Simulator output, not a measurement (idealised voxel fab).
process module | voxel transistor to metal
cross-section cut | 155 nm wide | cells 5 nm
A cross-section is a grid of square cells, given in bands from the top down. A band is one or more rows of cells.
Each band's line starts with the height of the band's top and of its bottom, in nm. Then come its materials from left to right, each with its width in nm. One material with "throughout" fills the band from edge to edge. "air" is empty space.
Height 0 is the level under which the wafer as received is all one material. The lowest band goes on downwards, as in "0 down".
A width such as "30 to 40" changes by the same amount from each row of cells to the next, from the band's top row to its bottom row.
"no change" after a step means that no cell of the cross-section changed.
closed voids: empty space of 8 cells or more with no open way to the top, each as width x height at its distance from the left edge, in nm
after a step's settings: what the simulator itself notes on the step
overlay nm, on a step with a mask: how far to the right of its planned place the mask lay; to the left if negative
Each pair below shows a cross-section before one step and the cross-section after it, down to the lowest band that changed. The line under each pair gives the step between them, with its settings. The pairs can come from different runs of this module on the same starting wafer, so a pair continues from the pair above only where its "before" says so.
before
  40 to 25: SiO2 throughout
  25 to 15: SiO2 60 | SiN 5 | SiCN 20 | SiN 5 | SiO2 65
  15 to -5: SiO2 60 | SiN 5 | polySi 20 | SiN 5 | SiO2 65
  -5 to -10: SiO2 55 | pSi 5 | SiO2 30 | pSi 5 | SiO2 60
  -10 to -15: SiO2 30 | pSi 30 | Si 30 | pSi 30 | SiO2 35
  -15 to -50: SiO2 30 | Si 90 | SiO2 35
  -50 down: Si throughout
  closed voids: none
after
  55 to 40: resist 30 | air 30 | resist 30 | air 30 | resist 35
  below 40: unchanged
  closed voids: none
the step between: op PATTERN | tone open | mask id CONTACT | material resist | width nm 30 | pitch nm 60 | thk nm 15 | overlay nm 0
before: the cross-section after the pair above
after
  55 to 40: resist 30 | air 30 | resist 30 | air 30 | resist 35
  40 to 25: SiO2 30 | air 30 | SiO2 30 | air 30 | SiO2 35
  25 to 15: SiO2 30 | air 30 | SiN 5 | SiCN 20 | SiN 5 | air 30 | SiO2 35
  15 to -5: SiO2 30 | air 30 | SiN 5 | polySi 20 | SiN 5 | air 30 | SiO2 35
  -5 to -10: SiO2 30 | air 25 | pSi 5 | SiO2 30 | pSi 5 | air 25 | SiO2 35
  below -10: unchanged
  closed voids: none
the step between: op DIRECTIONAL_ETCH | etch materials SiO2 | depth nm 50
before: the cross-section after the pair above
after
  40 to 25: SiO2 30 | air 30 | SiO2 30 | air 30 | SiO2 35
  below 25: unchanged
  closed voids: none
the step between: op STRIP | etch materials resist
before: the cross-section after the pair above
after
  45 to 40: TiN 35 | air 20 | TiN 40 | air 20 | TiN 40
  40 to 25: SiO2 30 | TiN 5 | air 20 | TiN 5 | SiO2 30 | TiN 5 | air 20 | TiN 5 | SiO2 35
  25 to 15: SiO2 30 | TiN 5 | air 20 | TiN 5 | SiN 5 | SiCN 20 | SiN 5 | TiN 5 | air 20 | TiN 5 | SiO2 35
  15 to 0: SiO2 30 | TiN 5 | air 20 | TiN 5 | SiN 5 | polySi 20 | SiN 5 | TiN 5 | air 20 | TiN 5 | SiO2 35
  0 to -5: SiO2 30 | TiN 5 | air 15 | TiN 10 | SiN 5 | polySi 20 | SiN 5 | TiN 10 | air 15 | TiN 5 | SiO2 35
  -5 to -10: SiO2 30 | TiN 25 | pSi 5 | SiO2 30 | pSi 5 | TiN 25 | SiO2 35
  below -10: unchanged
  closed voids: none
the step between: op CONFORMAL_DEP | material TiN | thk nm 5
before: the cross-section after the pair above
after
  55 to 45: Ru throughout
  45 to 40: TiN 35 | Ru 20 | TiN 40 | Ru 20 | TiN 40
  40 to 25: SiO2 30 | TiN 5 | Ru 20 | TiN 5 | SiO2 30 | TiN 5 | Ru 20 | TiN 5 | SiO2 35
  25 to 15: SiO2 30 | TiN 5 | Ru 20 | TiN 5 | SiN 5 | SiCN 20 | SiN 5 | TiN 5 | Ru 20 | TiN 5 | SiO2 35
  15 to 0: SiO2 30 | TiN 5 | Ru 20 | TiN 5 | SiN 5 | polySi 20 | SiN 5 | TiN 5 | Ru 20 | TiN 5 | SiO2 35
  0 to -5: SiO2 30 | TiN 5 | Ru 15 | TiN 10 | SiN 5 | polySi 20 | SiN 5 | TiN 10 | Ru 15 | TiN 5 | SiO2 35
  below -5: unchanged
  closed voids: none
the step between: op FILL_DEP | material Ru | thk nm 10
before: the cross-section after the pair above
after
  40 to 25: SiO2 30 | TiN 5 | Ru 20 | TiN 5 | SiO2 30 | TiN 5 | Ru 20 | TiN 5 | SiO2 35
  below 25: unchanged
  closed voids: none
the step between: op CMP | height nm 40
before: the cross-section after the pair above
after
  45 to 40: SiCN throughout
  below 40: unchanged
  closed voids: none
the step between: op CONFORMAL_DEP | material SiCN | thk nm 5
before: the cross-section after the pair above
after
  65 to 45: SiO2 throughout
  below 45: unchanged
  closed voids: none
the step between: op DIRECTIONAL_DEP | material SiO2 | thk nm 20
before: the cross-section after the pair above
after
  75 to 65: aC throughout
  below 65: unchanged
  closed voids: none
the step between: op DIRECTIONAL_DEP | material aC | thk nm 10
before: the cross-section after the pair above
after
  100 to 75: resist 30 | air 20 | resist 50 | air 20 | resist 35
  below 75: unchanged
  closed voids: none
the step between: op PATTERN | tone open | mask id METAL_1 | material resist | width nm 20 | pitch nm 70 | thk nm 25 | overlay nm 0
before: the cross-section after the pair above
after
  90 to 75: resist 30 | air 20 | resist 50 | air 20 | resist 35
  75 to 65: aC 30 | air 20 | aC 50 | air 20 | aC 35
  below 65: unchanged
  closed voids: none
the step between: op DIRECTIONAL_ETCH | etch materials aC | depth nm 10
before: the cross-section after the pair above
after
  75 to 65: aC 30 | air 20 | aC 50 | air 20 | aC 35
  below 65: unchanged
  closed voids: none
the step between: op STRIP | etch materials resist
before: the cross-section after the pair above
after
  75 to 65: aC 30 | air 20 | aC 50 | air 20 | aC 35
  65 to 45: SiO2 30 | air 20 | SiO2 50 | air 20 | SiO2 35
  below 45: unchanged
  closed voids: none
the step between: op DIRECTIONAL_ETCH | etch materials SiO2 | depth nm 20
before: the cross-section after the pair above
after
  75 to 65: aC 30 | air 20 | aC 50 | air 20 | aC 35
  65 to 45: SiO2 30 | air 20 | SiO2 50 | air 20 | SiO2 35
  45 to 40: SiCN 30 | air 20 | SiCN 50 | air 20 | SiCN 35
  below 40: unchanged
  closed voids: none
the step between: op DIRECTIONAL_ETCH | etch materials SiCN | depth nm 5
before: the cross-section after the pair above
after
  65 to 45: SiO2 30 | air 20 | SiO2 50 | air 20 | SiO2 35
  below 45: unchanged
  closed voids: none
the step between: op STRIP | etch materials aC
before: the cross-section after the pair above
after
  70 to 65: TiN 35 | air 10 | TiN 60 | air 10 | TiN 40
  65 to 45: SiO2 30 | TiN 5 | air 10 | TiN 5 | SiO2 50 | TiN 5 | air 10 | TiN 5 | SiO2 35
  45 to 40: SiCN 30 | TiN 20 | SiCN 50 | TiN 20 | SiCN 35
  below 40: unchanged
  closed voids: none
the step between: op CONFORMAL_DEP | material TiN | thk nm 5
before: the cross-section after the pair above
after
  80 to 70: Ru throughout
  70 to 65: TiN 35 | Ru 10 | TiN 60 | Ru 10 | TiN 40
  65 to 45: SiO2 30 | TiN 5 | Ru 10 | TiN 5 | SiO2 50 | TiN 5 | Ru 10 | TiN 5 | SiO2 35
  below 45: unchanged
  closed voids: none
the step between: op FILL_DEP | material Ru | thk nm 10
before: the cross-section after the pair above
after
  65 to 45: SiO2 30 | TiN 5 | Ru 10 | TiN 5 | SiO2 50 | TiN 5 | Ru 10 | TiN 5 | SiO2 35
  below 45: unchanged
  closed voids: none
the step between: op CMP | height nm 65
before: the cross-section after the pair above
after
  70 to 65: air 25 | Ru 30 | air 40 | Ru 30 | air 30
  below 65: unchanged
  closed voids: none
the step between: op EPI | material Ru | thk nm 5
before: the cross-section after the pair above
after
  75 to 70: SiCN throughout
  70 to 65: SiCN 25 | Ru 30 | SiCN 40 | Ru 30 | SiCN 30
  below 65: unchanged
  closed voids: none
the step between: op FILL_DEP | material SiCN | thk nm 5
before: the cross-section after the pair above
after
  105 to 75: lowk throughout
  below 75: unchanged
  closed voids: none
the step between: op DIRECTIONAL_DEP | material lowk | thk nm 30
before: the cross-section after the pair above
after
  105 to 90: lowk 30 | air 20 | lowk 50 | air 20 | lowk 35
  below 90: unchanged
  closed voids: none
the step between: op MASKED_ETCH | tone open | mask id METAL_2 | width nm 20 | pitch nm 70 | etch materials lowk | depth nm 15 | overlay nm 0
before: the cross-section after the pair above
after
  105 to 90: lowk 30 | air 20 | lowk 50 | air 20 | lowk 35
  90 to 75: lowk 30 | air 15 | lowk 55 | air 15 | lowk 40
  below 75: unchanged
  closed voids: none
the step between: op MASKED_ETCH | tone open | mask id METAL_2_HOLES | width nm 15 | pitch nm 70 | etch materials lowk | depth nm 15 | overlay nm 0
before: the cross-section after the pair above
after
  105 to 90: lowk 30 | air 20 | lowk 50 | air 20 | lowk 35
  90 to 75: lowk 30 | air 15 | lowk 55 | air 15 | lowk 40
  75 to 70: SiCN 30 | air 15 | SiCN 55 | air 15 | SiCN 40
  below 70: unchanged
  closed voids: none
the step between: op MASKED_ETCH | tone open | mask id METAL_2_HOLES | width nm 15 | pitch nm 70 | etch materials SiCN | depth nm 5 | overlay nm 0
before: the cross-section after the pair above
after
  110 to 105: TiN 35 | air 10 | TiN 60 | air 10 | TiN 40
  105 to 95: lowk 30 | TiN 5 | air 10 | TiN 5 | lowk 50 | TiN 5 | air 10 | TiN 5 | lowk 35
  95 to 90: lowk 30 | TiN 5 | air 5 | TiN 10 | lowk 50 | TiN 5 | air 5 | TiN 10 | lowk 35
  90 to 75: lowk 30 | TiN 5 | air 5 | TiN 5 | lowk 55 | TiN 5 | air 5 | TiN 5 | lowk 40
  75 to 70: SiCN 30 | TiN 15 | SiCN 55 | TiN 15 | SiCN 40
  below 70: unchanged
  closed voids: none
the step between: op CONFORMAL_DEP | material TiN | thk nm 5
before: the cross-section after the pair above
after
  120 to 110: Ru throughout
  110 to 105: TiN 35 | Ru 10 | TiN 60 | Ru 10 | TiN 40
  105 to 95: lowk 30 | TiN 5 | Ru 10 | TiN 5 | lowk 50 | TiN 5 | Ru 10 | TiN 5 | lowk 35
  95 to 90: lowk 30 | TiN 5 | Ru 5 | TiN 10 | lowk 50 | TiN 5 | Ru 5 | TiN 10 | lowk 35
  90 to 75: lowk 30 | TiN 5 | Ru 5 | TiN 5 | lowk 55 | TiN 5 | Ru 5 | TiN 5 | lowk 40
  below 75: unchanged
  closed voids: none
the step between: op FILL_DEP | material Ru | thk nm 10
before: the cross-section after the pair above
after
  105 to 95: lowk 30 | TiN 5 | Ru 10 | TiN 5 | lowk 50 | TiN 5 | Ru 10 | TiN 5 | lowk 35
  below 95: unchanged
  closed voids: none
the step between: op CMP | height nm 105
before: the cross-section after the pair above
after
  110 to 105: SiN throughout
  below 105: unchanged
  closed voids: none
the step between: op CONFORMAL_DEP | material SiN | thk nm 5
before
  10 to 0: SiO2 25 | SiN 100 | SiO2 30
  0 to -5: SiO2 throughout
  -5 to -30: SiO2 30 | Si 90 | SiO2 35
  -30 down: Si throughout
  closed voids: none
after
  10 to 0: SiO2 25 | air 100 | SiO2 30
  below 0: unchanged
  closed voids: none
the step between: op STRIP | etch materials SiN
before: the cross-section after the pair above
after
  0 to -5: SiO2 15 | air 120 | SiO2 20
  -5 to -10: SiO2 15 | air 15 | Si 90 | air 15 | SiO2 20
  below -10: unchanged
  closed voids: none
the step between: op SELECTIVE_ETCH | etch materials SiO2 | depth nm 10
before: the cross-section after the pair above
after
  -5 to -15: SiO2 10 | air 20 | Si 90 | air 20 | SiO2 15
  below -15: unchanged
  closed voids: none
the step between: op SELECTIVE_ETCH | etch materials SiO2 | depth nm 5
before: the cross-section after the pair above
after
  -5 to -10: SiO2 10 | air 20 | SiO2 90 | air 20 | SiO2 15
  -10 to -15: SiO2 10 | air 20 | SiO2 5 | Si 80 | SiO2 5 | air 20 | SiO2 15
  -15 to -20: SiO2 35 | Si 80 | SiO2 40
  below -20: unchanged
  closed voids: none
the step between: op OXIDIZE | depth nm 5
before: the cross-section after the pair above
after
  15 to 5: polySi 10 | air 20 | polySi 90 | air 20 | polySi 15
  5 to -5: polySi throughout
  -5 to -10: SiO2 10 | polySi 20 | SiO2 90 | polySi 20 | SiO2 15
  -10 to -15: SiO2 10 | polySi 20 | SiO2 5 | Si 80 | SiO2 5 | polySi 20 | SiO2 15
  below -15: unchanged
  closed voids: none
the step between: op DIRECTIONAL_DEP | material polySi | thk nm 20
before: the cross-section after the pair above
after
  25 to 15: SiCN 10 | air 20 | SiCN 90 | air 20 | SiCN 15
  15 to 5: polySi 10 | SiCN 20 | polySi 90 | SiCN 20 | polySi 15
  below 5: unchanged
  closed voids: none
the step between: op DIRECTIONAL_DEP | material SiCN | thk nm 10
before: the cross-section after the pair above
after
  45 to 25: air 65 | resist 20 | air 70
  below 25: unchanged
  closed voids: none
the step between: op PATTERN | tone cover | mask id GATE | material resist | width nm 20 | thk nm 20 | overlay nm 0
before: the cross-section after the pair above
after
  45 to 25: air 65 | resist 20 | air 70
  25 to 15: air 65 | SiCN 20 | air 70
  15 to 5: polySi 10 | air 20 | polySi 90 | air 20 | polySi 15
  below 5: unchanged
  closed voids: none
the step between: op DIRECTIONAL_ETCH | etch materials SiCN | depth nm 20
before: the cross-section after the pair above
after
  45 to 25: air 65 | resist 20 | air 70
  25 to 15: air 65 | SiCN 20 | air 70
  15 to -5: air 65 | polySi 20 | air 70
  -5 to -10: SiO2 10 | air 20 | SiO2 90 | air 20 | SiO2 15
  -10 to -15: SiO2 10 | air 20 | SiO2 5 | Si 80 | SiO2 5 | air 20 | SiO2 15
  below -15: unchanged
  closed voids: none
the step between: op DIRECTIONAL_ETCH | etch materials polySi | depth nm 30
before: the cross-section after the pair above
after
  25 to 15: air 65 | SiCN 20 | air 70
  below 15: unchanged
  closed voids: none
the step between: op STRIP | etch materials resist
before: the cross-section after the pair above
after
  30 to 25: air 60 | SiN 30 | air 65
  25 to 15: air 60 | SiN 5 | SiCN 20 | SiN 5 | air 65
  15 to 0: air 60 | SiN 5 | polySi 20 | SiN 5 | air 65
  0 to -5: SiN 15 | air 10 | SiN 40 | polySi 20 | SiN 40 | air 10 | SiN 20
  -5 to -10: SiO2 10 | SiN 5 | air 10 | SiN 5 | SiO2 90 | SiN 5 | air 10 | SiN 5 | SiO2 15
  -10 to -15: SiO2 10 | SiN 20 | SiO2 5 | Si 80 | SiO2 5 | SiN 20 | SiO2 15
  below -15: unchanged
  closed voids: none
the step between: op CONFORMAL_DEP | material SiN | thk nm 5
before: the cross-section after the pair above
after
  25 to 15: air 60 | SiN 5 | SiCN 20 | SiN 5 | air 65
  15 to -5: air 60 | SiN 5 | polySi 20 | SiN 5 | air 65
  -5 to -10: SiO2 10 | SiN 5 | air 10 | SiN 5 | SiO2 90 | SiN 5 | air 10 | SiN 5 | SiO2 15
  -10 to -15: SiO2 10 | SiN 5 | air 10 | SiN 5 | SiO2 5 | Si 80 | SiO2 5 | SiN 5 | air 10 | SiN 5 | SiO2 15
  below -15: unchanged
  closed voids: none
the step between: op DIRECTIONAL_ETCH | etch materials SiN | depth nm 5
before: the cross-section after the pair above
after
  25 to 15: air 60 | SiN 5 | SiCN 20 | SiN 5 | air 65
  15 to -5: air 60 | SiN 5 | polySi 20 | SiN 5 | air 65
  -5 to -10: air 10 | SiN 5 | air 10 | SiN 5 | air 30 | SiO2 30 | air 30 | SiN 5 | air 10 | SiN 5 | air 15
  -10 to -15: SiO2 10 | SiN 5 | air 10 | SiN 5 | SiO2 5 | Si 80 | SiO2 5 | SiN 5 | air 10 | SiN 5 | SiO2 15
  -15 to -20: SiO2 15 | air 10 | SiO2 10 | Si 80 | SiO2 10 | air 10 | SiO2 20
  below -20: unchanged
  closed voids: none
the step between: op DIRECTIONAL_ETCH | etch materials SiO2 | depth nm 5
before: the cross-section after the pair above
after
  25 to 15: air 60 | SiN 5 | SiCN 20 | SiN 5 | air 65
  15 to -5: air 60 | SiN 5 | polySi 20 | SiN 5 | air 65
  -5 to -10: air 10 | SiN 5 | air 10 | SiN 5 | air 30 | SiO2 30 | air 30 | SiN 5 | air 10 | SiN 5 | air 15
  -10 to -15: SiO2 10 | SiN 5 | air 10 | SiN 5 | SiO2 5 | air 25 | Si 30 | air 25 | SiO2 5 | SiN 5 | air 10 | SiN 5 | SiO2 15
  below -15: unchanged
  closed voids: none
the step between: op DIRECTIONAL_ETCH | etch materials Si | depth nm 5
before: the cross-section after the pair above
after
  25 to 15: air 60 | SiN 5 | SiCN 20 | SiN 5 | air 65
  15 to -5: air 60 | SiN 5 | polySi 20 | SiN 5 | air 65
  -5 to -10: air 10 | SiN 5 | air 10 | SiN 5 | air 25 | pSi 5 | SiO2 30 | pSi 5 | air 25 | SiN 5 | air 10 | SiN 5 | air 15
  -10 to -15: SiO2 10 | SiN 5 | air 10 | SiN 5 | SiO2 5 | pSi 25 | Si 30 | pSi 25 | SiO2 5 | SiN 5 | air 10 | SiN 5 | SiO2 15
  below -15: unchanged
  closed voids: none
the step between: op EPI | material pSi | thk nm 5
before: the cross-section after the pair above
after
  35 to 25: SiO2 throughout
  25 to 15: SiO2 60 | SiN 5 | SiCN 20 | SiN 5 | SiO2 65
  15 to -5: SiO2 60 | SiN 5 | polySi 20 | SiN 5 | SiO2 65
  -5 to -10: SiO2 10 | SiN 5 | SiO2 10 | SiN 5 | SiO2 25 | pSi 5 | SiO2 30 | pSi 5 | SiO2 25 | SiN 5 | SiO2 10 | SiN 5 | SiO2 15
  -10 to -15: SiO2 10 | SiN 5 | SiO2 10 | SiN 5 | SiO2 5 | pSi 25 | Si 30 | pSi 25 | SiO2 5 | SiN 5 | SiO2 10 | SiN 5 | SiO2 15
  -15 to -20: SiO2 35 | Si 80 | SiO2 40
  below -20: unchanged
  closed voids: none
the step between: op FILL_DEP | material SiO2 | thk nm 10
before: the cross-section after the pair above
after
  25 to 15: SiO2 60 | SiN 5 | SiCN 20 | SiN 5 | SiO2 65
  below 15: unchanged
  closed voids: none
the step between: op CMP | height nm 25
before: the cross-section after the pair above
after
  40 to 25: SiO2 throughout
  below 25: unchanged
  closed voids: none
the step between: op DIRECTIONAL_DEP | material SiO2 | thk nm 15
before: the cross-section after the pair above
after
  55 to 40: resist 30 | air 30 | resist 30 | air 30 | resist 35
  below 40: unchanged
  closed voids: none
the step between: op PATTERN | tone open | mask id CONTACT | material resist | width nm 30 | pitch nm 60 | thk nm 15 | overlay nm 0
before: the cross-section after the pair above
after
  55 to 40: resist 30 | air 30 | resist 30 | air 30 | resist 35
  40 to 25: SiO2 30 | air 30 | SiO2 30 | air 30 | SiO2 35
  25 to 15: SiO2 30 | air 30 | SiN 5 | SiCN 20 | SiN 5 | air 30 | SiO2 35
  15 to -5: SiO2 30 | air 30 | SiN 5 | polySi 20 | SiN 5 | air 30 | SiO2 35
  -5 to -10: SiO2 10 | SiN 5 | SiO2 10 | SiN 5 | air 25 | pSi 5 | SiO2 30 | pSi 5 | air 25 | SiN 5 | SiO2 10 | SiN 5 | SiO2 15
  below -10: unchanged
  closed voids: none
the step between: op DIRECTIONAL_ETCH | etch materials SiO2 | depth nm 50
before: the cross-section after the pair above
after
  40 to 25: SiO2 30 | air 30 | SiO2 30 | air 30 | SiO2 35
  below 25: unchanged
  closed voids: none
the step between: op STRIP | etch materials resist
before: the cross-section after the pair above
after
  45 to 40: TiN 35 | air 20 | TiN 40 | air 20 | TiN 40
  40 to 25: SiO2 30 | TiN 5 | air 20 | TiN 5 | SiO2 30 | TiN 5 | air 20 | TiN 5 | SiO2 35
  25 to 15: SiO2 30 | TiN 5 | air 20 | TiN 5 | SiN 5 | SiCN 20 | SiN 5 | TiN 5 | air 20 | TiN 5 | SiO2 35
  15 to 0: SiO2 30 | TiN 5 | air 20 | TiN 5 | SiN 5 | polySi 20 | SiN 5 | TiN 5 | air 20 | TiN 5 | SiO2 35
  0 to -5: SiO2 30 | TiN 5 | air 15 | TiN 10 | SiN 5 | polySi 20 | SiN 5 | TiN 10 | air 15 | TiN 5 | SiO2 35
  -5 to -10: SiO2 10 | SiN 5 | SiO2 10 | SiN 5 | TiN 25 | pSi 5 | SiO2 30 | pSi 5 | TiN 25 | SiN 5 | SiO2 10 | SiN 5 | SiO2 15
  below -10: unchanged
  closed voids: none
the step between: op CONFORMAL_DEP | material TiN | thk nm 5
before: the cross-section after the pair above
after
  55 to 45: Ru throughout
  45 to 40: TiN 35 | Ru 20 | TiN 40 | Ru 20 | TiN 40
  40 to 25: SiO2 30 | TiN 5 | Ru 20 | TiN 5 | SiO2 30 | TiN 5 | Ru 20 | TiN 5 | SiO2 35
  25 to 15: SiO2 30 | TiN 5 | Ru 20 | TiN 5 | SiN 5 | SiCN 20 | SiN 5 | TiN 5 | Ru 20 | TiN 5 | SiO2 35
  15 to 0: SiO2 30 | TiN 5 | Ru 20 | TiN 5 | SiN 5 | polySi 20 | SiN 5 | TiN 5 | Ru 20 | TiN 5 | SiO2 35
  0 to -5: SiO2 30 | TiN 5 | Ru 15 | TiN 10 | SiN 5 | polySi 20 | SiN 5 | TiN 10 | Ru 15 | TiN 5 | SiO2 35
  below -5: unchanged
  closed voids: none
the step between: op FILL_DEP | material Ru | thk nm 10
before: the cross-section after the pair above
after
  40 to 25: SiO2 30 | TiN 5 | Ru 20 | TiN 5 | SiO2 30 | TiN 5 | Ru 20 | TiN 5 | SiO2 35
  below 25: unchanged
  closed voids: none
the step between: op CMP | height nm 40
before: the cross-section after the pair above
after
  45 to 40: SiCN throughout
  below 40: unchanged
  closed voids: none
the step between: op CONFORMAL_DEP | material SiCN | thk nm 5
before: the cross-section after the pair above
after
  65 to 45: SiO2 throughout
  below 45: unchanged
  closed voids: none
the step between: op DIRECTIONAL_DEP | material SiO2 | thk nm 20
before: the cross-section after the pair above
after
  75 to 65: aC throughout
  below 65: unchanged
  closed voids: none
the step between: op DIRECTIONAL_DEP | material aC | thk nm 10
before: the cross-section after the pair above
after
  100 to 75: resist 30 | air 20 | resist 50 | air 20 | resist 35
  below 75: unchanged
  closed voids: none
the step between: op PATTERN | tone open | mask id METAL_1 | material resist | width nm 20 | pitch nm 70 | thk nm 25 | overlay nm 0
before: the cross-section after the pair above
after
  90 to 75: resist 30 | air 20 | resist 50 | air 20 | resist 35
  75 to 65: aC 30 | air 20 | aC 50 | air 20 | aC 35
  below 65: unchanged
  closed voids: none
the step between: op DIRECTIONAL_ETCH | etch materials aC | depth nm 10
before: the cross-section after the pair above
after
  75 to 65: aC 30 | air 20 | aC 50 | air 20 | aC 35
  below 65: unchanged
  closed voids: none
the step between: op STRIP | etch materials resist
before: the cross-section after the pair above
after
  75 to 65: aC 30 | air 20 | aC 50 | air 20 | aC 35
  65 to 45: SiO2 30 | air 20 | SiO2 50 | air 20 | SiO2 35
  below 45: unchanged
  closed voids: none
the step between: op DIRECTIONAL_ETCH | etch materials SiO2 | depth nm 20
before: the cross-section after the pair above
after
  75 to 65: aC 30 | air 20 | aC 50 | air 20 | aC 35
  65 to 45: SiO2 30 | air 20 | SiO2 50 | air 20 | SiO2 35
  45 to 40: SiCN 30 | air 20 | SiCN 50 | air 20 | SiCN 35
  below 40: unchanged
  closed voids: none
the step between: op DIRECTIONAL_ETCH | etch materials SiCN | depth nm 5
before: the cross-section after the pair above
after
  65 to 45: SiO2 30 | air 20 | SiO2 50 | air 20 | SiO2 35
  below 45: unchanged
  closed voids: none
the step between: op STRIP | etch materials aC
before: the cross-section after the pair above
after
  70 to 65: TiN 35 | air 10 | TiN 60 | air 10 | TiN 40
  65 to 45: SiO2 30 | TiN 5 | air 10 | TiN 5 | SiO2 50 | TiN 5 | air 10 | TiN 5 | SiO2 35
  45 to 40: SiCN 30 | TiN 20 | SiCN 50 | TiN 20 | SiCN 35
  below 40: unchanged
  closed voids: none
the step between: op CONFORMAL_DEP | material TiN | thk nm 5
before: the cross-section after the pair above
after
  80 to 70: Ru throughout
  70 to 65: TiN 35 | Ru 10 | TiN 60 | Ru 10 | TiN 40
  65 to 45: SiO2 30 | TiN 5 | Ru 10 | TiN 5 | SiO2 50 | TiN 5 | Ru 10 | TiN 5 | SiO2 35
  below 45: unchanged
  closed voids: none
the step between: op FILL_DEP | material Ru | thk nm 10
before: the cross-section after the pair above
after
  65 to 45: SiO2 30 | TiN 5 | Ru 10 | TiN 5 | SiO2 50 | TiN 5 | Ru 10 | TiN 5 | SiO2 35
  below 45: unchanged
  closed voids: none
the step between: op CMP | height nm 65
before: the cross-section after the pair above
after
  70 to 65: air 25 | Ru 30 | air 40 | Ru 30 | air 30
  below 65: unchanged
  closed voids: none
the step between: op EPI | material Ru | thk nm 5
before: the cross-section after the pair above
after
  75 to 70: SiCN throughout
  70 to 65: SiCN 25 | Ru 30 | SiCN 40 | Ru 30 | SiCN 30
  below 65: unchanged
  closed voids: none
the step between: op FILL_DEP | material SiCN | thk nm 5
before: the cross-section after the pair above
after
  105 to 75: lowk throughout
  below 75: unchanged
  closed voids: none
the step between: op DIRECTIONAL_DEP | material lowk | thk nm 30
before: the cross-section after the pair above
after
  105 to 90: lowk 30 | air 20 | lowk 50 | air 20 | lowk 35
  below 90: unchanged
  closed voids: none
the step between: op MASKED_ETCH | tone open | mask id METAL_2 | width nm 20 | pitch nm 70 | etch materials lowk | depth nm 15 | overlay nm 0
before: the cross-section after the pair above
after
  105 to 90: lowk 30 | air 20 | lowk 50 | air 20 | lowk 35
  90 to 75: lowk 30 | air 15 | lowk 55 | air 15 | lowk 40
  below 75: unchanged
  closed voids: none
the step between: op MASKED_ETCH | tone open | mask id METAL_2_HOLES | width nm 15 | pitch nm 70 | etch materials lowk | depth nm 15 | overlay nm 0
before: the cross-section after the pair above
after
  105 to 90: lowk 30 | air 20 | lowk 50 | air 20 | lowk 35
  90 to 75: lowk 30 | air 15 | lowk 55 | air 15 | lowk 40
  75 to 70: SiCN 30 | air 15 | SiCN 55 | air 15 | SiCN 40
  below 70: unchanged
  closed voids: none
the step between: op MASKED_ETCH | tone open | mask id METAL_2_HOLES | width nm 15 | pitch nm 70 | etch materials SiCN | depth nm 5 | overlay nm 0
before: the cross-section after the pair above
after
  110 to 105: TiN 35 | air 10 | TiN 60 | air 10 | TiN 40
  105 to 95: lowk 30 | TiN 5 | air 10 | TiN 5 | lowk 50 | TiN 5 | air 10 | TiN 5 | lowk 35
  95 to 90: lowk 30 | TiN 5 | air 5 | TiN 10 | lowk 50 | TiN 5 | air 5 | TiN 10 | lowk 35
  90 to 75: lowk 30 | TiN 5 | air 5 | TiN 5 | lowk 55 | TiN 5 | air 5 | TiN 5 | lowk 40
  75 to 70: SiCN 30 | TiN 15 | SiCN 55 | TiN 15 | SiCN 40
  below 70: unchanged
  closed voids: none
the step between: op CONFORMAL_DEP | material TiN | thk nm 5
before: the cross-section after the pair above
after
  120 to 110: Ru throughout
  110 to 105: TiN 35 | Ru 10 | TiN 60 | Ru 10 | TiN 40
  105 to 95: lowk 30 | TiN 5 | Ru 10 | TiN 5 | lowk 50 | TiN 5 | Ru 10 | TiN 5 | lowk 35
  95 to 90: lowk 30 | TiN 5 | Ru 5 | TiN 10 | lowk 50 | TiN 5 | Ru 5 | TiN 10 | lowk 35
  90 to 75: lowk 30 | TiN 5 | Ru 5 | TiN 5 | lowk 55 | TiN 5 | Ru 5 | TiN 5 | lowk 40
  below 75: unchanged
  closed voids: none
the step between: op FILL_DEP | material Ru | thk nm 10
before: the cross-section after the pair above
after
  105 to 95: lowk 30 | TiN 5 | Ru 10 | TiN 5 | lowk 50 | TiN 5 | Ru 10 | TiN 5 | lowk 35
  below 95: unchanged
  closed voids: none
the step between: op CMP | height nm 105
before: the cross-section after the pair above
after
  110 to 105: SiN throughout
  below 105: unchanged
  closed voids: none
the step between: op CONFORMAL_DEP | material SiN | thk nm 5
before
  105 to 75: lowk throughout
  75 to 70: SiCN throughout
  70 to 65: SiCN 25 | Ru 30 | SiCN 40 | Ru 30 | SiCN 30
  65 to 45: SiO2 30 | TiN 5 | Ru 10 | TiN 5 | SiO2 50 | TiN 5 | Ru 10 | TiN 5 | SiO2 35
  45 to 40: SiCN 30 | TiN 20 | SiCN 50 | TiN 20 | SiCN 35
  40 to 25: SiO2 30 | TiN 5 | Ru 20 | TiN 5 | SiO2 30 | TiN 5 | Ru 20 | TiN 5 | SiO2 35
  25 to 15: SiO2 30 | TiN 5 | Ru 20 | TiN 5 | SiN 5 | SiCN 20 | SiN 5 | TiN 5 | Ru 20 | TiN 5 | SiO2 35
  15 to 0: SiO2 30 | TiN 5 | Ru 20 | TiN 5 | SiN 5 | polySi 20 | SiN 5 | TiN 5 | Ru 20 | TiN 5 | SiO2 35
  0 to -5: SiO2 30 | TiN 5 | Ru 15 | TiN 10 | SiN 5 | polySi 20 | SiN 5 | TiN 10 | Ru 15 | TiN 5 | SiO2 35
  -5 to -10: SiO2 30 | TiN 25 | pSi 5 | SiO2 30 | pSi 5 | TiN 25 | SiO2 35
  -10 to -15: SiO2 30 | pSi 30 | Si 30 | pSi 30 | SiO2 35
  -15 to -30: SiO2 30 | Si 90 | SiO2 35
  -30 down: Si throughout
  closed voids: none
after
  105 to 80: lowk 30 | air 20 | lowk 50 | air 20 | lowk 35
  below 80: unchanged
  closed voids: none
the step between: op MASKED_ETCH | tone open | mask id METAL_2 | width nm 20 | pitch nm 70 | etch materials lowk | depth nm 25 | overlay nm 0
before: the cross-section after the pair above
after
  105 to 80: lowk 30 | air 20 | lowk 50 | air 20 | lowk 35
  80 to 75: lowk 30 | air 15 | lowk 55 | air 15 | lowk 40
  below 75: unchanged
  closed voids: none
the step between: op MASKED_ETCH | tone open | mask id METAL_2_HOLES | width nm 15 | pitch nm 70 | etch materials lowk | depth nm 15 | overlay nm 0
before: the cross-section after the pair above
after
  105 to 80: lowk 30 | air 20 | lowk 50 | air 20 | lowk 35
  80 to 75: lowk 30 | air 15 | lowk 55 | air 15 | lowk 40
  75 to 70: SiCN 30 | air 15 | SiCN 55 | air 15 | SiCN 40
  below 70: unchanged
  closed voids: none
the step between: op MASKED_ETCH | tone open | mask id METAL_2_HOLES | width nm 15 | pitch nm 70 | etch materials SiCN | depth nm 5 | overlay nm 0
